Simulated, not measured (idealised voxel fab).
process module | voxel fin reveal
Displayed cross-section: cut, width of 235 nm, square cells sized 5 nm.
Reading order for cross-sections: top band down to bottom band. Underlying form: a grid of square cells. Band size: one or more rows of cells.
Band: top and bottom heights (nm) first, top before bottom; then materials from left to right, widths in nm. "everywhere" marks a sole material filling the band edge to edge. "air" denotes empty space.
Measure heights from 0. That's the level where, below it, the as-received wafer is all one material. The lowest band is bottomless and extends downward; write it as in "0..down".
You'd read "30..40" like this: the band's top row of cells is as wide as the first number, its bottom row is as wide as the second, and going down, every row changes width by the same amount as the row before did.
Where a step carries "no alteration", the cross-section came out of it unchanged, cell for cell.
Empty spaces without an open route to the top, at least 8 cells in extent, make up the entry "Closed void catalog"; each is given as width x height at distance, where the distance is measured from the left edge, and all are in nm.
Whatever follows a step's settings on its line is a remark the simulator itself makes about that step.
You can add "overlay nm" to a step's line. For a step with a mask, it describes how far the mask lay to the right of its planned position, and a negative number describes a lay to the left.

THE STEPS PLANNED FOR THE PROCESS ARE AS FOLLOWS
1) RECEIVE [material Si]
2) CONFORMAL_DEP [material SiN] [thk nm 5]
3) PATTERN [tone cover] [mask id FINS] [material resist] [width nm 15] [pitch nm 35] [thk nm 15] [overlay nm 0]
4) DIRECTIONAL_ETCH [etch materials SiN] [depth nm 5]
5) DIRECTIONAL_ETCH [etch materials Si] [depth nm 30]
6) STRIP [etch materials resist]
7) OXIDIZE [depth nm 5]
8) FILL_DEP [material SiO2] [thk nm 10]
9) CMP [height nm 5]
10) SELECTIVE_ETCH [etch materials SiO2] [depth nm 15]
11) STRIP [etch materials SiN]
12) CONFORMAL_DEP [material SiO2] [thk nm 5]
Don't read the plan's thk nm for step 2 as applying to every wafer: that's the first wafer's value, and the wafers differ in it, though they all start identical.

RECEIVED WAFERS, FIRST OF SEVERAL: CROSS-SECTION AFTER STEP 1
	0..down: Si everywhere
	Closed void catalog: none

AT THE END OF THE MODULE, AFTER ITS LAST STEP, STEP 12, THE FIRST OF SEVERAL WAFERS APPEARS IN CROSS-SECTION AS FOLLOWS
	5..0: 90 of air / 15 of SiO2 / 20 of air / 15 of SiO2 / 95 of air
	0..-5: 90 of air / 5 of SiO2 / 5 of Si / 5 of SiO2 / 20 of air / 5 of SiO2 / 5 of Si / 5 of SiO2 / 95 of air
	-5..-35: 95 of SiO2 / 5 of Si / 30 of SiO2 / 5 of Si / 100 of SiO2
	-35..down: Si everywhere
	Closed void catalog: none

HERE WE CROSS-SECTIONED THE LAST OF THE WAFERS ONCE THE MODULE WAS DONE
	5..0: SiO2 everywhere
	0..down: Si everywhere
	Closed void catalog: none

END OF MODULE, BY WAFER: MATERIAL-BY-MATERIAL CELL GAIN (+) OR LOSS (-) SINCE RECEIPT, THEN CLOSED VOIDS
thk nm 5 | -315 Si | +280 SiO2 | Closed void catalog: none
thk nm 10 | +47 SiO2 | Closed void catalog: none
thk nm 15 | +47 SiO2 | Closed void catalog: none
thk nm 20 | +47 SiO2 | Closed void catalog: none
